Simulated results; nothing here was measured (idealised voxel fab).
Process module heading - voxel wiring stack
cross-section cut | 185 nm wide | cells 5 nm
Reading order for cross-sections: top band down to bottom band. Underlying form: a grid of square cells. Band size: one or more rows of cells. Per band: top height and bottom height in nm, followed by the left-to-right materials and their widths in nm; "throughout" marks a single material spanning edge to edge, "empty" marks empty space. Zero point of the height axis is 0; under it, received wafer = one material. Lowest band: continues down indefinitely, "0 -> down". Think of "30 to 40" as a width that walks from the first number to the second as you go down the band, top row to bottom row, taking equal-sized steps from row to row. For the purposes of this document, the phrase "nothing changed" attached to a step denotes that no cell within the cross-section was modified by that step. Heads up: "Catalogued sealed voids" only lists the empty pockets with no open path to the top that are 8 cells or more, and it writes them as width x height at distance, distance from the left edge, in nm. That trailing text on a step's line, after the settings, is the simulator's own remark on the step. Each step line may optionally specify "overlay nm", which for a step with a mask gives the rightward distance between the mask's planned place and where it lay, a negative value indicating the leftward direction. For the reader: what remains of this document is a series of pairs, each showing a cross-section before one process step and a cross-section after that step which reaches down only to the lowest band that changed, with the step between them and its settings set out under the pair. It should not be assumed that a pair continues from the pair above it; the pairs can come from different runs of this module on the same starting wafer, and such continuity exists only where the entry headed "Prior state" says so.

[Prior state]
  0 -> down = Si throughout
  Catalogued sealed voids: none

[Post-Process View]
  10 -> 0 = SiO2 throughout
  Below 0 it's all the same as before, nothing changed down there.
  Catalogued sealed voids: none
The process step separating the two cross-sections depicted above is as follows: CONFORMAL_DEP, material SiO2, thk nm 10

Prior state: The prior state of this step coincides with the post-step cross-section of the pair just above.

[Post-Process View]
  15 -> 10 = TiN throughout
  Below 10 it's all the same as before, nothing changed down there.
  Catalogued sealed voids: none
The process step separating the two cross-sections depicted above is as follows: DIRECTIONAL_DEP, material TiN, thk nm 5

Prior state: The prior state of this step coincides with the post-step cross-section of the pair just above.

[Post-Process View]
  40 -> 15 = Ru throughout
  Below 15 it's all the same as before, nothing changed down there.
  Catalogued sealed voids: none
The process step separating the two cross-sections depicted above is as follows: DIRECTIONAL_DEP, material Ru, thk nm 25

Prior state: The prior state of this step coincides with the post-step cross-section of the pair just above.

[Post-Process View]
  40 -> 15 = empty 35, Ru 20, empty 25, Ru 20, empty 25, Ru 20, empty 40
  Below 15 it's all the same as before, nothing changed down there.
  Catalogued sealed voids: none
The process step separating the two cross-sections depicted above is as follows: MASKED_ETCH, tone cover, mask id METAL_1, width nm 20, pitch nm 45, etch materials Ru, depth nm 25, overlay nm 0

Prior state: The prior state of this step coincides with the post-step cross-section of the pair just above.

[Post-Process View]
  40 -> 15 = empty 35, Ru 20, empty 25, Ru 20, empty 25, Ru 20, empty 40
  15 -> 10 = empty 35, TiN 20, empty 25, TiN 20, empty 25, TiN 20, empty 40
  Below 10 it's all the same as before, nothing changed down there.
  Catalogued sealed voids: none
The process step separating the two cross-sections depicted above is as follows: MASKED_ETCH, tone cover, mask id METAL_1, width nm 20, pitch nm 45, etch materials TiN, depth nm 5, overlay nm 0

Prior state: The prior state of this step coincides with the post-step cross-section of the pair just above.

[Post-Process View]
  45 -> 40 = empty 30, SiCN 30, empty 15, SiCN 30, empty 15, SiCN 30, empty 35
  40 -> 15 = empty 30, SiCN 5, Ru 20, SiCN 5, empty 15, SiCN 5, Ru 20, SiCN 5, empty 15, SiCN 5, Ru 20, SiCN 5, empty 35
  15 -> 10 = SiCN 35, TiN 20, SiCN 25, TiN 20, SiCN 25, TiN 20, SiCN 40
  Below 10 it's all the same as before, nothing changed down there.
  Catalogued sealed voids: none
The process step separating the two cross-sections depicted above is as follows: CONFORMAL_DEP, material SiCN, thk nm 5

Prior state: The prior state of this step coincides with the post-step cross-section of the pair just above.

[Post-Process View]
  55 -> 45 = SiO2 throughout
  45 -> 40 = SiO2 30, SiCN 30, SiO2 15, SiCN 30, SiO2 15, SiCN 30, SiO2 35
  40 -> 15 = SiO2 30, SiCN 5, Ru 20, SiCN 5, SiO2 15, SiCN 5, Ru 20, SiCN 5, SiO2 15, SiCN 5, Ru 20, SiCN 5, SiO2 35
  Below 15 it's all the same as before, nothing changed down there.
  Catalogued sealed voids: none
The process step separating the two cross-sections depicted above is as follows: FILL_DEP, material SiO2, thk nm 10

Prior state: The prior state of this step coincides with the post-step cross-section of the pair just above.

[Post-Process View]
  40 -> 15 = SiO2 30, SiCN 5, Ru 20, SiCN 5, SiO2 15, SiCN 5, Ru 20, SiCN 5, SiO2 15, SiCN 5, Ru 20, SiCN 5, SiO2 35
  Below 15 it's all the same as before, nothing changed down there.
  Catalogued sealed voids: none
The process step separating the two cross-sections depicted above is as follows: CMP, height nm 40

Prior state: The prior state of this step coincides with the post-step cross-section of the pair just above.

[Post-Process View]
  45 -> 40 = SiCN throughout
  Below 40 it's all the same as before, nothing changed down there.
  Catalogued sealed voids: none
The process step separating the two cross-sections depicted above is as follows: CONFORMAL_DEP, material SiCN, thk nm 5

Prior state: The prior state of this step coincides with the post-step cross-section of the pair just above.

[Post-Process View]
  60 -> 45 = SiO2 throughout
  Below 45 it's all the same as before, nothing changed down there.
  Catalogued sealed voids: none
The process step separating the two cross-sections depicted above is as follows: DIRECTIONAL_DEP, material SiO2, thk nm 15

Prior state: The prior state of this step coincides with the post-step cross-section of the pair just above.

[Post-Process View]
  60 -> 45 = SiO2 35, empty 15, SiO2 30, empty 15, SiO2 30, empty 15, SiO2 45
  Below 45 it's all the same as before, nothing changed down there.
  Catalogued sealed voids: none
The process step separating the two cross-sections depicted above is as follows: MASKED_ETCH, tone open, mask id PLUG_1, width nm 15, pitch nm 45, etch materials SiO2, depth nm 15, overlay nm 0

Prior state: The prior state of this step coincides with the post-step cross-section of the pair just above.

[Post-Process View]
  60 -> 45 = SiO2 35, empty 15, SiO2 30, empty 15, SiO2 30, empty 15, SiO2 45
  45 -> 40 = SiCN 35, empty 15, SiCN 30, empty 15, SiCN 30, empty 15, SiCN 45
  Below 40 it's all the same as before, nothing changed down there.
  Catalogued sealed voids: none
The process step separating the two cross-sections depicted above is as follows: MASKED_ETCH, tone open, mask id PLUG_1, width nm 15, pitch nm 45, etch materials SiCN, depth nm 5, overlay nm 0

Prior state: The prior state of this step coincides with the post-step cross-section of the pair just above.

[Post-Process View]
  60 -> 50 = SiO2 35, empty 15, SiO2 30, empty 15, SiO2 30, empty 15, SiO2 45
  50 -> 45 = SiO2 35, Ru 15, SiO2 30, Ru 15, SiO2 30, Ru 15, SiO2 45
  45 -> 40 = SiCN 35, Ru 15, SiCN 30, Ru 15, SiCN 30, Ru 15, SiCN 45
  Below 40 it's all the same as before, nothing changed down there.
  Catalogued sealed voids: none
The process step separating the two cross-sections depicted above is as follows: EPI, material Ru, thk nm 10

Prior state: The prior state of this step coincides with the post-step cross-section of the pair just above.

[Post-Process View]
  60 -> 45 = SiO2 35, Ru 15, SiO2 30, Ru 15, SiO2 30, Ru 15, SiO2 45
  Below 45 it's all the same as before, nothing changed down there.
  Catalogued sealed voids: none
The process step separating the two cross-sections depicted above is as follows: EPI, material Ru, thk nm 10

Prior state: The prior state of this step coincides with the post-step cross-section of the pair just above.

[Post-Process View]
  65 -> 60 = TiN throughout
  Below 60 it's all the same as before, nothing changed down there.
  Catalogued sealed voids: none
The process step separating the two cross-sections depicted above is as follows: DIRECTIONAL_DEP, material TiN, thk nm 5

Prior state: The prior state of this step coincides with the post-step cross-section of the pair just above.

[Post-Process View]
  85 -> 65 = Ru throughout
  Below 65 it's all the same as before, nothing changed down there.
  Catalogued sealed voids: none
The process step separating the two cross-sections depicted above is as follows: DIRECTIONAL_DEP, material Ru, thk nm 20

Prior state: The prior state of this step coincides with the post-step cross-section of the pair just above.

[Post-Process View]
  100 -> 85 = aC throughout
  Below 85 it's all the same as before, nothing changed down there.
  Catalogued sealed voids: none
The process step separating the two cross-sections depicted above is as follows: DIRECTIONAL_DEP, material aC, thk nm 15

Prior state: The prior state of this step coincides with the post-step cross-section of the pair just above.

[Post-Process View]
  130 -> 100 = empty 35, resist 20, empty 25, resist 20, empty 25, resist 20, empty 40
  Below 100 it's all the same as before, nothing changed down there.
  Catalogued sealed voids: none
The process step separating the two cross-sections depicted above is as follows: PATTERN, tone cover, mask id METAL_2, material resist, width nm 20, pitch nm 45, thk nm 30, overlay nm 0

Prior state: The prior state of this step coincides with the post-step cross-section of the pair just above.

[Post-Process View]
  115 -> 100 = empty 35, resist 20, empty 25, resist 20, empty 25, resist 20, empty 40
  100 -> 85 = empty 35, aC 20, empty 25, aC 20, empty 25, aC 20, empty 40
  Below 85 it's all the same as before, nothing changed down there.
  Catalogued sealed voids: none
The process step separating the two cross-sections depicted above is as follows: DIRECTIONAL_ETCH, etch materials aC, depth nm 15

Prior state: The prior state of this step coincides with the post-step cross-section of the pair just above.

[Post-Process View]
  100 -> 85 = empty 35, aC 20, empty 25, aC 20, empty 25, aC 20, empty 40
  Below 85 it's all the same as before, nothing changed down there.
  Catalogued sealed voids: none
The process step separating the two cross-sections depicted above is as follows: STRIP, etch materials resist

Prior state: The prior state of this step coincides with the post-step cross-section of the pair just above.

[Post-Process View]
  100 -> 85 = empty 35, aC 20, empty 25, aC 20, empty 25, aC 20, empty 40
  85 -> 65 = empty 35, Ru 20, empty 25, Ru 20, empty 25, Ru 20, empty 40
  Below 65 it's all the same as before, nothing changed down there.
  Catalogued sealed voids: none
The process step separating the two cross-sections depicted above is as follows: DIRECTIONAL_ETCH, etch materials Ru, depth nm 20

Prior state: The prior state of this step coincides with the post-step cross-section of the pair just above.

[Post-Process View]
  100 -> 85 = empty 35, aC 20, empty 25, aC 20, empty 25, aC 20, empty 40
  85 -> 65 = empty 35, Ru 20, empty 25, Ru 20, empty 25, Ru 20, empty 40
  65 -> 60 = empty 35, TiN 20, empty 25, TiN 20, empty 25, TiN 20, empty 40
  Below 60 it's all the same as before, nothing changed down there.
  Catalogued sealed voids: none
The process step separating the two cross-sections depicted above is as follows: DIRECTIONAL_ETCH, etch materials TiN, depth nm 5

Prior state: The prior state of this step coincides with the post-step cross-section of the pair just above.

[Post-Process View]
  85 -> 65 = empty 35, Ru 20, empty 25, Ru 20, empty 25, Ru 20, empty 40
  Below 65 it's all the same as before, nothing changed down there.
  Catalogued sealed voids: none
The process step separating the two cross-sections depicted above is as follows: STRIP, etch materials aC

Prior state: The prior state of this step coincides with the post-step cross-section of the pair just above.

[Post-Process View]
  90 -> 85 = lowk throughout
  85 -> 65 = lowk 35, Ru 20, lowk 25, Ru 20, lowk 25, Ru 20, lowk 40
  65 -> 60 = lowk 35, TiN 20, lowk 25, TiN 20, lowk 25, TiN 20, lowk 40
  Below 60 it's all the same as before, nothing changed down there.
  Catalogued sealed voids: none
The process step separating the two cross-sections depicted above is as follows: FILL_DEP, material lowk, thk nm 5

Prior state: The prior state of this step coincides with the post-step cross-section of the pair just above.

[Post-Process View]
  85 -> 65 = lowk 35, Ru 20, lowk 25, Ru 20, lowk 25, Ru 20, lowk 40
  Below 65 it's all the same as before, nothing changed down there.
  Catalogued sealed voids: none
The process step separating the two cross-sections depicted above is as follows: CMP, height nm 85

Prior state: The prior state of this step coincides with the post-step cross-section of the pair just above.

[Post-Process View]
  90 -> 85 = SiCN throughout
  Below 85 it's all the same as before, nothing changed down there.
  Catalogued sealed voids: none
The process step separating the two cross-sections depicted above is as follows: CONFORMAL_DEP, material SiCN, thk nm 5

[Prior state]
  45 -> 40 = SiCN throughout
  40 -> 15 = SiO2 30, SiCN 5, Ru 20, SiCN 5, SiO2 15, SiCN 5, Ru 20, SiCN 5, SiO2 15, SiCN 5, Ru 20, SiCN 5, SiO2 35
  15 -> 10 = SiCN 35, TiN 20, SiCN 25, TiN 20, SiCN 25, TiN 20, SiCN 40
  10 -> 0 = SiO2 throughout
  0 -> down = Si throughout
  Catalogued sealed voids: none

[Post-Process View]
  45 -> 40 = SiCN 35, empty 15, SiCN 30, empty 15, SiCN 30, empty 15, SiCN 45
  Below 40 it's all the same as before, nothing changed down there.
  Catalogued sealed voids: none
The process step separating the two cross-sections depicted above is as follows: MASKED_ETCH, tone open, mask id PLUG_1, width nm 15, pitch nm 45, etch materials SiCN, depth nm 5, overlay nm 0

Prior state: The prior state of this step coincides with the post-step cross-section of the pair just above.

[Post-Process View]
  50 -> 45 = empty 30, Ru 25, empty 20, Ru 25, empty 20, Ru 25, empty 40
  45 -> 40 = SiCN 35, Ru 15, SiCN 30, Ru 15, SiCN 30, Ru 15, SiCN 45
  Below 40 it's all the same as before, nothing changed down there.
  Catalogued sealed voids: none
The process step separating the two cross-sections depicted above is as follows: EPI, material Ru, thk nm 10

Prior state: The prior state of this step coincides with the post-step cross-section of the pair just above.

[Post-Process View]
  60 -> 45 = empty 20, Ru 135, empty 30
  Below 45 it's all the same as before, nothing changed down there.
  Catalogued sealed voids: none
The process step separating the two cross-sections depicted above is as follows: EPI, material Ru, thk nm 10

Prior state: The prior state of this step coincides with the post-step cross-section of the pair just above.

[Post-Process View]
  65 -> 60 = empty 20, TiN 135, empty 30
  60 -> 50 = empty 20, Ru 135, empty 30
  50 -> 45 = TiN 20, Ru 135, TiN 30
  Below 45 it's all the same as before, nothing changed down there.
  Catalogued sealed voids: none
The process step separating the two cross-sections depicted above is as follows: DIRECTIONAL_DEP, material TiN, thk nm 5

Prior state: The prior state of this step coincides with the post-step cross-section of the pair just above.

[Post-Process View]
  85 -> 70 = empty 20, Ru 135, empty 30
  70 -> 65 = Ru throughout
  65 -> 60 = Ru 20, TiN 135, Ru 30
  60 -> 50 = Ru throughout
  Below 50 it's all the same as before, nothing changed down there.
  Catalogued sealed voids: none
The process step separating the two cross-sections depicted above is as follows: DIRECTIONAL_DEP, material Ru, thk nm 20

Prior state: The prior state of this step coincides with the post-step cross-section of the pair just above.

[Post-Process View]
  100 -> 85 = empty 20, aC 135, empty 30
  85 -> 70 = aC 20, Ru 135, aC 30
  Below 70 it's all the same as before, nothing changed down there.
  Catalogued sealed voids: none
The process step separating the two cross-sections depicted above is as follows: DIRECTIONAL_DEP, material aC, thk nm 15

Prior state: The prior state of this step coincides with the post-step cross-section of the pair just above.

[Post-Process View]
  130 -> 100 = empty 35, resist 20, empty 25, resist 20, empty 25, resist 20, empty 40
  Below 100 it's all the same as before, nothing changed down there.
  Catalogued sealed voids: none
The process step separating the two cross-sections depicted above is as follows: PATTERN, tone cover, mask id METAL_2, material resist, width nm 20, pitch nm 45, thk nm 30, overlay nm 0

Prior state: The prior state of this step coincides with the post-step cross-section of the pair just above.

[Post-Process View]
  115 -> 100 = empty 35, resist 20, empty 25, resist 20, empty 25, resist 20, empty 40
  100 -> 85 = empty 35, aC 20, empty 25, aC 20, empty 25, aC 20, empty 40
  85 -> 70 = empty 20, Ru 135, empty 30
  Below 70 it's all the same as before, nothing changed down there.
  Catalogued sealed voids: none
The process step separating the two cross-sections depicted above is as follows: DIRECTIONAL_ETCH, etch materials aC, depth nm 15

Prior state: The prior state of this step coincides with the post-step cross-section of the pair just above.

[Post-Process View]
  100 -> 85 = empty 35, aC 20, empty 25, aC 20, empty 25, aC 20, empty 40
  Below 85 it's all the same as before, nothing changed down there.
  Catalogued sealed voids: none
The process step separating the two cross-sections depicted above is as follows: STRIP, etch materials resist

Prior state: The prior state of this step coincides with the post-step cross-section of the pair just above.

[Post-Process View]
  100 -> 85 = empty 35, aC 20, empty 25, aC 20, empty 25, aC 20, empty 40
  85 -> 65 = empty 35, Ru 20, empty 25, Ru 20, empty 25, Ru 20, empty 40
  65 -> 60 = empty 20, TiN 135, empty 30
  60 -> 50 = empty 20, Ru 135, empty 30
  Below 50 it's all the same as before, nothing changed down there.
  Catalogued sealed voids: none
The process step separating the two cross-sections depicted above is as follows: DIRECTIONAL_ETCH, etch materials Ru, depth nm 20

Prior state: The prior state of this step coincides with the post-step cross-section of the pair just above.

[Post-Process View]
  100 -> 85 = empty 35, aC 20, empty 25, aC 20, empty 25, aC 20, empty 40
  85 -> 65 = empty 35, Ru 20, empty 25, Ru 20, empty 25, Ru 20, empty 40
  65 -> 60 = empty 35, TiN 20, empty 25, TiN 20, empty 25, TiN 20, empty 40
  60 -> 45 = empty 20, Ru 135, empty 30
  Below 45 it's all the same as before, nothing changed down there.
  Catalogued sealed voids: none
The process step separating the two cross-sections depicted above is as follows: DIRECTIONAL_ETCH, etch materials TiN, depth nm 5

Prior state: The prior state of this step coincides with the post-step cross-section of the pair just above.

[Post-Process View]
  85 -> 65 = empty 35, Ru 20, empty 25, Ru 20, empty 25, Ru 20, empty 40
  Below 65 it's all the same as before, nothing changed down there.
  Catalogued sealed voids: none
The process step separating the two cross-sections depicted above is as follows: STRIP, etch materials aC

Prior state: The prior state of this step coincides with the post-step cross-section of the pair just above.

[Post-Process View]
  90 -> 85 = lowk throughout
  85 -> 65 = lowk 35, Ru 20, lowk 25, Ru 20, lowk 25, Ru 20, lowk 40
  65 -> 60 = lowk 35, TiN 20, lowk 25, TiN 20, lowk 25, TiN 20, lowk 40
  60 -> 45 = lowk 20, Ru 135, lowk 30
  Below 45 it's all the same as before, nothing changed down there.
  Catalogued sealed voids: none
The process step separating the two cross-sections depicted above is as follows: FILL_DEP, material lowk, thk nm 5

Prior state: The prior state of this step coincides with the post-step cross-section of the pair just above.

[Post-Process View]
  85 -> 65 = lowk 35, Ru 20, lowk 25, Ru 20, lowk 25, Ru 20, lowk 40
  Below 65 it's all the same as before, nothing changed down there.
  Catalogued sealed voids: none
The process step separating the two cross-sections depicted above is as follows: CMP, height nm 85

Prior state: The prior state of this step coincides with the post-step cross-section of the pair just above.

[Post-Process View]
  90 -> 85 = SiCN throughout
  Below 85 it's all the same as before, nothing changed down there.
  Catalogued sealed voids: none
The process step separating the two cross-sections depicted above is as follows: CONFORMAL_DEP, material SiCN, thk nm 5

[Prior state]
  60 -> 45 = SiO2 throughout
  45 -> 40 = SiCN throughout
  40 -> 15 = SiO2 30, SiCN 5, Ru 20, SiCN 5, SiO2 15, SiCN 5, Ru 20, SiCN 5, SiO2 15, SiCN 5, Ru 20, SiCN 5, SiO2 35
  15 -> 10 = SiCN 35, TiN 20, SiCN 25, TiN 20, SiCN 25, TiN 20, SiCN 40
  10 -> 0 = SiO2 throughout
  0 -> down = Si throughout
  Catalogued sealed voids: none

[Post-Process View]
  75 -> 45 = SiO2 throughout
  Below 45 it's all the same as before, nothing changed down there.
  Catalogued sealed voids: none
The process step separating the two cross-sections depicted above is as follows: DIRECTIONAL_DEP, material SiO2, thk nm 15

Prior state: The prior state of this step coincides with the post-step cross-section of the pair just above.

[Post-Process View]
  75 -> 60 = SiO2 35, empty 15, SiO2 30, empty 15, SiO2 30, empty 15, SiO2 45
  Below 60 it's all the same as before, nothing changed down there.
  Catalogued sealed voids: none
The process step separating the two cross-sections depicted above is as follows: MASKED_ETCH, tone open, mask id PLUG_1, width nm 15, pitch nm 45, etch materials SiO2, depth nm 15, overlay nm 0

Prior state: The prior state of this step coincides with the post-step cross-section of the pair just above.

[Post-Process View]
  80 -> 75 = TiN 35, empty 15, TiN 30, empty 15, TiN 30, empty 15, TiN 45
  75 -> 65 = SiO2 35, empty 15, SiO2 30, empty 15, SiO2 30, empty 15, SiO2 45
  65 -> 60 = SiO2 35, TiN 15, SiO2 30, TiN 15, SiO2 30, TiN 15, SiO2 45
  Below 60 it's all the same as before, nothing changed down there.
  Catalogued sealed voids: none
The process step separating the two cross-sections depicted above is as follows: DIRECTIONAL_DEP, material TiN, thk nm 5

Prior state: The prior state of this step coincides with the post-step cross-section of the pair just above.

[Post-Process View]
  100 -> 85 = Ru 35, empty 15, Ru 30, empty 15, Ru 30, empty 15, Ru 45
  85 -> 80 = Ru throughout
  80 -> 75 = TiN 35, Ru 15, TiN 30, Ru 15, TiN 30, Ru 15, TiN 45
  75 -> 65 = SiO2 35, Ru 15, SiO2 30, Ru 15, SiO2 30, Ru 15, SiO2 45
  Below 65 it's all the same as before, nothing changed down there.
  Catalogued sealed voids: none
The process step separating the two cross-sections depicted above is as follows: DIRECTIONAL_DEP, material Ru, thk nm 20

Prior state: The prior state of this step coincides with the post-step cross-section of the pair just above.

[Post-Process View]
  115 -> 100 = aC 35, empty 15, aC 30, empty 15, aC 30, empty 15, aC 45
  100 -> 85 = Ru 35, aC 15, Ru 30, aC 15, Ru 30, aC 15, Ru 45
  Below 85 it's all the same as before, nothing changed down there.
  Catalogued sealed voids: none
The process step separating the two cross-sections depicted above is as follows: DIRECTIONAL_DEP, material aC, thk nm 15

Prior state: The prior state of this step coincides with the post-step cross-section of the pair just above.

[Post-Process View]
  145 -> 115 = empty 35, resist 20, empty 25, resist 20, empty 25, resist 20, empty 40
  115 -> 100 = aC 35, resist 15, aC 30, resist 15, aC 30, resist 15, aC 45
  Below 100 it's all the same as before, nothing changed down there.
  Catalogued sealed voids: none
The process step separating the two cross-sections depicted above is as follows: PATTERN, tone cover, mask id METAL_2, material resist, width nm 20, pitch nm 45, thk nm 30, overlay nm 0

Prior state: The prior state of this step coincides with the post-step cross-section of the pair just above.

[Post-Process View]
  130 -> 115 = empty 35, resist 20, empty 25, resist 20, empty 25, resist 20, empty 40
  115 -> 100 = empty 35, resist 15, aC 5, empty 25, resist 15, aC 5, empty 25, resist 15, aC 5, empty 40
  Below 100 it's all the same as before, nothing changed down there.
  Catalogued sealed voids: none
The process step separating the two cross-sections depicted above is as follows: DIRECTIONAL_ETCH, etch materials aC, depth nm 15

Prior state: The prior state of this step coincides with the post-step cross-section of the pair just above.

[Post-Process View]
  115 -> 100 = empty 50, aC 5, empty 40, aC 5, empty 40, aC 5, empty 40
  Below 100 it's all the same as before, nothing changed down there.
  Catalogued sealed voids: none
The process step separating the two cross-sections depicted above is as follows: STRIP, etch materials resist

Prior state: The prior state of this step coincides with the post-step cross-section of the pair just above.

[Post-Process View]
  115 -> 100 = empty 50, aC 5, empty 40, aC 5, empty 40, aC 5, empty 40
  100 -> 85 = empty 35, aC 15, Ru 5, empty 25, aC 15, Ru 5, empty 25, aC 15, Ru 5, empty 40
  85 -> 80 = empty 35, Ru 20, empty 25, Ru 20, empty 25, Ru 20, empty 40
  Below 80 it's all the same as before, nothing changed down there.
  Catalogued sealed voids: none
The process step separating the two cross-sections depicted above is as follows: DIRECTIONAL_ETCH, etch materials Ru, depth nm 20

Prior state: The prior state of this step coincides with the post-step cross-section of the pair just above.

[Post-Process View]
  115 -> 100 = empty 50, aC 5, empty 40, aC 5, empty 40, aC 5, empty 40
  100 -> 85 = empty 35, aC 15, Ru 5, empty 25, aC 15, Ru 5, empty 25, aC 15, Ru 5, empty 40
  85 -> 80 = empty 35, Ru 20, empty 25, Ru 20, empty 25, Ru 20, empty 40
  80 -> 75 = empty 35, Ru 15, TiN 5, empty 25, Ru 15, TiN 5, empty 25, Ru 15, TiN 5, empty 40
  Below 75 it's all the same as before, nothing changed down there.
  Catalogued sealed voids: none
The process step separating the two cross-sections depicted above is as follows: DIRECTIONAL_ETCH, etch materials TiN, depth nm 5

Prior state: The prior state of this step coincides with the post-step cross-section of the pair just above.

[Post-Process View]
  100 -> 85 = empty 50, Ru 5, empty 40, Ru 5, empty 40, Ru 5, empty 40
  Below 85 it's all the same as before, nothing changed down there.
  Catalogued sealed voids: none
The process step separating the two cross-sections depicted above is as follows: STRIP, etch materials aC

Prior state: The prior state of this step coincides with the post-step cross-section of the pair just above.

[Post-Process View]
  105 -> 100 = lowk throughout
  100 -> 85 = lowk 50, Ru 5, lowk 40, Ru 5, lowk 40, Ru 5, lowk 40
  85 -> 80 = lowk 35, Ru 20, lowk 25, Ru 20, lowk 25, Ru 20, lowk 40
  80 -> 75 = lowk 35, Ru 15, TiN 5, lowk 25, Ru 15, TiN 5, lowk 25, Ru 15, TiN 5, lowk 40
  Below 75 it's all the same as before, nothing changed down there.
  Catalogued sealed voids: none
The process step separating the two cross-sections depicted above is as follows: FILL_DEP, material lowk, thk nm 5

Prior state: The prior state of this step coincides with the post-step cross-section of the pair just above.

[Post-Process View]
  85 -> 80 = lowk 35, Ru 20, lowk 25, Ru 20, lowk 25, Ru 20, lowk 40
  Below 80 it's all the same as before, nothing changed down there.
  Catalogued sealed voids: none
The process step separating the two cross-sections depicted above is as follows: CMP, height nm 85

Prior state: The prior state of this step coincides with the post-step cross-section of the pair just above.

[Post-Process View]
  90 -> 85 = SiCN throughout
  Below 85 it's all the same as before, nothing changed down there.
  Catalogued sealed voids: none
The process step separating the two cross-sections depicted above is as follows: CONFORMAL_DEP, material SiCN, thk nm 5

[Prior state]
  0 -> down = Si throughout
  Catalogued sealed voids: none

[Post-Process View]
  5 -> 0 = TiN throughout
  Below 0 it's all the same as before, nothing changed down there.
  Catalogued sealed voids: none
The process step separating the two cross-sections depicted above is as follows: DIRECTIONAL_DEP, material TiN, thk nm 5

Prior state: The prior state of this step coincides with the post-step cross-section of the pair just above.

[Post-Process View]
  15 -> 5 = SiO2 throughout
  Below 5 it's all the same as before, nothing changed down there.
  Catalogued sealed voids: none
The process step separating the two cross-sections depicted above is as follows: CONFORMAL_DEP, material SiO2, thk nm 10

Prior state: The prior state of this step coincides with the post-step cross-section of the pair just above.

[Post-Process View]
  40 -> 15 = Ru throughout
  Below 15 it's all the same as before, nothing changed down there.
  Catalogued sealed voids: none
The process step separating the two cross-sections depicted above is as follows: DIRECTIONAL_DEP, material Ru, thk nm 25

Prior state: The prior state of this step coincides with the post-step cross-section of the pair just above.

[Post-Process View]
  40 -> 15 = empty 35, Ru 20, empty 25, Ru 20, empty 25, Ru 20, empty 40
  Below 15 it's all the same as before, nothing changed down there.
  Catalogued sealed voids: none
The process step separating the two cross-sections depicted above is as follows: MASKED_ETCH, tone cover, mask id METAL_1, width nm 20, pitch nm 45, etch materials Ru, depth nm 25, overlay nm 0

Prior state: The prior state of this step coincides with the post-step cross-section of the pair just above.

[Post-Process View]
  45 -> 40 = empty 30, SiCN 30, empty 15, SiCN 30, empty 15, SiCN 30, empty 35
  40 -> 20 = empty 30, SiCN 5, Ru 20, SiCN 5, empty 15, SiCN 5, Ru 20, SiCN 5, empty 15, SiCN 5, Ru 20, SiCN 5, empty 35
  20 -> 15 = SiCN 35, Ru 20, SiCN 25, Ru 20, SiCN 25, Ru 20, SiCN 40
  Below 15 it's all the same as before, nothing changed down there.
  Catalogued sealed voids: none
The process step separating the two cross-sections depicted above is as follows: CONFORMAL_DEP, material SiCN, thk nm 5

Prior state: The prior state of this step coincides with the post-step cross-section of the pair just above.

[Post-Process View]
  55 -> 45 = SiO2 throughout
  45 -> 40 = SiO2 30, SiCN 30, SiO2 15, SiCN 30, SiO2 15, SiCN 30, SiO2 35
  40 -> 20 = SiO2 30, SiCN 5, Ru 20, SiCN 5, SiO2 15, SiCN 5, Ru 20, SiCN 5, SiO2 15, SiCN 5, Ru 20, SiCN 5, SiO2 35
  Below 20 it's all the same as before, nothing changed down there.
  Catalogued sealed voids: none
The process step separating the two cross-sections depicted above is as follows: FILL_DEP, material SiO2, thk nm 10

Prior state: The prior state of this step coincides with the post-step cross-section of the pair just above.

[Post-Process View]
  40 -> 20 = SiO2 30, SiCN 5, Ru 20, SiCN 5, SiO2 15, SiCN 5, Ru 20, SiCN 5, SiO2 15, SiCN 5, Ru 20, SiCN 5, SiO2 35
  Below 20 it's all the same as before, nothing changed down there.
  Catalogued sealed voids: none
The process step separating the two cross-sections depicted above is as follows: CMP, height nm 40

Prior state: The prior state of this step coincides with the post-step cross-section of the pair just above.

[Post-Process View]
  45 -> 40 = SiCN throughout
  Below 40 it's all the same as before, nothing changed down there.
  Catalogued sealed voids: none
The process step separating the two cross-sections depicted above is as follows: CONFORMAL_DEP, material SiCN, thk nm 5

Prior state: The prior state of this step coincides with the post-step cross-section of the pair just above.

[Post-Process View]
  60 -> 45 = SiO2 throughout
  Below 45 it's all the same as before, nothing changed down there.
  Catalogued sealed voids: none
The process step separating the two cross-sections depicted above is as follows: DIRECTIONAL_DEP, material SiO2, thk nm 15

Prior state: The prior state of this step coincides with the post-step cross-section of the pair just above.

[Post-Process View]
  60 -> 45 = SiO2 35, empty 15, SiO2 30, empty 15, SiO2 30, empty 15, SiO2 45
  Below 45 it's all the same as before, nothing changed down there.
  Catalogued sealed voids: none
The process step separating the two cross-sections depicted above is as follows: MASKED_ETCH, tone open, mask id PLUG_1, width nm 15, pitch nm 45, etch materials SiO2, depth nm 15, overlay nm 0

Prior state: The prior state of this step coincides with the post-step cross-section of the pair just above.

[Post-Process View]
  60 -> 45 = SiO2 35, empty 15, SiO2 30, empty 15, SiO2 30, empty 15, SiO2 45
  45 -> 40 = SiCN 35, empty 15, SiCN 30, empty 15, SiCN 30, empty 15, SiCN 45
  Below 40 it's all the same as before, nothing changed down there.
  Catalogued sealed voids: none
The process step separating the two cross-sections depicted above is as follows: MASKED_ETCH, tone open, mask id PLUG_1, width nm 15, pitch nm 45, etch materials SiCN, depth nm 5, overlay nm 0

Prior state: The prior state of this step coincides with the post-step cross-section of the pair just above.

[Post-Process View]
  60 -> 50 = SiO2 35, empty 15, SiO2 30, empty 15, SiO2 30, empty 15, SiO2 45
  50 -> 45 = SiO2 35, Ru 15, SiO2 30, Ru 15, SiO2 30, Ru 15, SiO2 45
  45 -> 40 = SiCN 35, Ru 15, SiCN 30, Ru 15, SiCN 30, Ru 15, SiCN 45
  Below 40 it's all the same as before, nothing changed down there.
  Catalogued sealed voids: none
The process step separating the two cross-sections depicted above is as follows: EPI, material Ru, thk nm 10

Prior state: The prior state of this step coincides with the post-step cross-section of the pair just above.

[Post-Process View]
  60 -> 45 = SiO2 35, Ru 15, SiO2 30, Ru 15, SiO2 30, Ru 15, SiO2 45
  Below 45 it's all the same as before, nothing changed down there.
  Catalogued sealed voids: none
The process step separating the two cross-sections depicted above is as follows: EPI, material Ru, thk nm 10

Prior state: The prior state of this step coincides with the post-step cross-section of the pair just above.

[Post-Process View]
  65 -> 60 = TiN throughout
  Below 60 it's all the same as before, nothing changed down there.
  Catalogued sealed voids: none
The process step separating the two cross-sections depicted above is as follows: DIRECTIONAL_DEP, material TiN, thk nm 5

Prior state: The prior state of this step coincides with the post-step cross-section of the pair just above.

[Post-Process View]
  85 -> 65 = Ru throughout
  Below 65 it's all the same as before, nothing changed down there.
  Catalogued sealed voids: none
The process step separating the two cross-sections depicted above is as follows: DIRECTIONAL_DEP, material Ru, thk nm 20
